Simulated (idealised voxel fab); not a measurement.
process module | voxel self aligned vias
cross-section cut | 185 nm wide | cells 5 nm
A cross-section is a grid of square cells, given in bands from the top down. A band is one or more rows of cells.
Each band's line starts with the height of the band's top and of its bottom, in nm. Then come its materials from left to right, each with its width in nm. One material with "throughout" fills the band from edge to edge. "air" is empty space.
Height 0 is the level under which the wafer as received is all one material. The lowest band goes on downwards, as in "0 down".
A width such as "30 to 40" changes by the same amount from each row of cells to the next, from the band's top row to its bottom row.
"no change" after a step means that no cell of the cross-section changed.
closed voids: empty space of 8 cells or more with no open way to the top, each as width x height at its distance from the left edge, in nm
after a step's settings: what the simulator itself notes on the step
overlay nm, on a step with a mask: how far to the right of its planned place the mask lay; to the left if negative
plan
1 op RECEIVE | material Si
2 op CONFORMAL_DEP | material SiO2 | thk nm 10
3 op CONFORMAL_DEP | material SiCN | thk nm 5
4 op DIRECTIONAL_DEP | material SiO2 | thk nm 25
5 op MASKED_ETCH | tone open | mask id LINES | width nm 25 | pitch nm 70 | etch materials SiO2 | depth nm 25 | overlay nm 0
6 op CONFORMAL_DEP | material TiN | thk nm 5
7 op FILL_DEP | material Ru | thk nm 10
8 op CMP | height nm 40
9 op SELECTIVE_ETCH | etch materials W Ru TiN | depth nm 5
10 op FILL_DEP | material SiN | thk nm 10
11 op CMP | height nm 40
12 op DIRECTIONAL_DEP | material SiO2 | thk nm 20
13 op DIRECTIONAL_DEP | material aC | thk nm 10
14 op PATTERN | tone open | mask id VIAS | material resist | width nm 45 | thk nm 30 | overlay nm 0
15 op DIRECTIONAL_ETCH | etch materials aC | depth nm 10
16 op STRIP | etch materials resist
17 op DIRECTIONAL_ETCH | etch materials SiO2 | depth nm 20
18 op DIRECTIONAL_ETCH | etch materials SiN | depth nm 5
19 op STRIP | etch materials aC
20 op CONFORMAL_DEP | material TiN | thk nm 5
21 op FILL_DEP | material Ru | thk nm 10
22 op CMP | height nm 60
23 op CONFORMAL_DEP | material SiCN | thk nm 5
as received, after step 1
  0 down: Si throughout
  closed voids: none
first wafer at the end, as planned
  65 to 60: SiCN throughout
  60 to 45: SiO2 35 | TiN 5 | Ru 35 | TiN 5 | SiO2 105
  45 to 40: SiO2 35 | TiN 15 | Ru 15 | TiN 15 | SiO2 105
  40 to 35: SiO2 45 | TiN 25 | SiO2 45 | SiN 25 | SiO2 45
  35 to 20: SiO2 45 | TiN 5 | Ru 15 | TiN 5 | SiO2 45 | TiN 5 | Ru 15 | TiN 5 | SiO2 45
  20 to 15: SiO2 45 | TiN 25 | SiO2 45 | TiN 25 | SiO2 45
  15 to 10: SiCN throughout
  10 to 0: SiO2 throughout
  0 down: Si throughout
  closed voids: none
second wafer at the end: like start, like plan, one mistake
  65 to 60: SiCN throughout
  60 to 45: SiO2 35 | TiN 5 | Ru 35 | TiN 5 | SiO2 105
  45 to 40: SiO2 35 | TiN 15 | Ru 15 | TiN 15 | SiO2 105
  40 to 35: SiO2 45 | TiN 25 | SiO2 45 | SiN 25 | SiO2 45
  35 to 20: SiO2 45 | TiN 5 | Ru 15 | TiN 5 | SiO2 45 | TiN 5 | Ru 15 | TiN 5 | SiO2 45
  20 to 15: SiO2 45 | TiN 25 | SiO2 45 | TiN 25 | SiO2 45
  15 to 5: SiO2 throughout
  5 to 0: SiCN throughout
  0 down: Si throughout
  closed voids: none
what went wrong: steps 2 and 3 were swapped
at the end the second wafer has, in cells: as many of each material as the first, in other places
